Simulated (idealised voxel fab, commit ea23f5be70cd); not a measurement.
Process module, titled voxel ribs on slabs
cross-section cut | 180 nm wide | cells 5 nm
When this document writes out a cross-section, it uses a grid of square cells and lists it as bands, beginning at the top and moving down, with a band standing for one or more rows of cells.
For a band, the entry starts with two heights in nm, that of the top and then that of the bottom, and carries on with the band's materials in order from left to right, each alongside its width in nm; the word "all across" beside a single material means it fills the band edge to edge, and "air" means empty space.
All heights in this document are referenced to 0, defined as the level beneath which the wafer, as received, consists entirely of one material. The lowest band is not bounded below; it extends indefinitely downward and is written in the form "z 0 and below".
With a width like "30 to 40", each row of cells in the band differs from the next by the same amount, the top row carrying the first number and the bottom row the second.
Key: "same as before" - step with no changed cell in the cross-section.
In "Sealed cavities" the enclosed voids are listed, meaning empty spaces of 8 cells or larger without any opening to the top. The form is width x height at distance, distance from the left edge, units nm.
after a step's settings: what the simulator itself notes on the step
Among the settings permitted on a step's line is "overlay nm"; applied to a step with a mask, it specifies the extent to which the mask lay to the right of its planned position, whereas a negative figure signifies a position to the left.

**Listed below are the process steps as planned**
- 1: RECEIVE, material Si
- 2: DIRECTIONAL_DEP, material SiO2, thk nm 30
- 3: DIRECTIONAL_DEP, material SiN, thk nm 25
- 4: DIRECTIONAL_DEP, material aC, thk nm 15
- 5: PATTERN, tone cover, mask id RIB, material resist, width nm 25, thk nm 35, overlay nm 0
- 6: DIRECTIONAL_ETCH, etch materials aC, depth nm 15
- 7: STRIP, etch materials resist
- 8: DIRECTIONAL_ETCH, etch materials SiN, depth nm 5
- 9: STRIP, etch materials aC
- 10: PATTERN, tone cover, mask id SLAB, material resist, width nm 65, thk nm 15, overlay nm 0
- 11: DIRECTIONAL_ETCH, etch materials SiN, depth nm 20
- 12: STRIP, etch materials resist
- 13: FILL_DEP, material SiO2, thk nm 25
- 14: CMP, height nm 75
- 15: DIRECTIONAL_DEP, material TiN, thk nm 10
- 16: MASKED_ETCH, tone cover, mask id HEATER, width nm 35, etch materials TiN, depth nm 10, overlay nm 0
- 17: CONFORMAL_DEP, material SiN, thk nm 10

**So this is the incoming wafer in cross-section - it's already been through step 1**
	z 0 and below  Si all across
	Sealed cavities: none

**Here's the cross-section of the first of our two wafers at the end of the module - it ran as planned**
	z 95 to 85  60 nm air  55 nm SiN  65 nm air
	z 85 to 75  70 nm SiN  35 nm TiN  75 nm SiN
	z 75 to 55  SiO2 all across
	z 55 to 50  75 nm SiO2  25 nm SiN  80 nm SiO2
	z 50 to 30  55 nm SiO2  65 nm SiN  60 nm SiO2
	z 30 to 0  SiO2 all across
	z 0 and below  Si all across
	Sealed cavities: none

**Cross-section, wafer two of two, end of module: same start and plan as wafer one, one error in execution**
	z 95 to 85  80 nm SiN  15 nm air  85 nm SiN
	z 85 to 75  70 nm TiN  35 nm SiN  75 nm TiN
	z 75 to 55  SiO2 all across
	z 55 to 50  75 nm SiO2  25 nm SiN  80 nm SiO2
	z 50 to 30  55 nm SiO2  65 nm SiN  60 nm SiO2
	z 30 to 0  SiO2 all across
	z 0 and below  Si all across
	Sealed cavities: none
Heads up, the wafer didn't run the way we planned it: step 16 was run on a setting that differed from the plan, and what really ran there is MASKED_ETCH, tone open, mask id HEATER, width nm 35, etch materials TiN, depth nm 10, overlay nm 0
Final difference in cells, second wafer against first, listed per material as more or fewer: 44 more of TiN
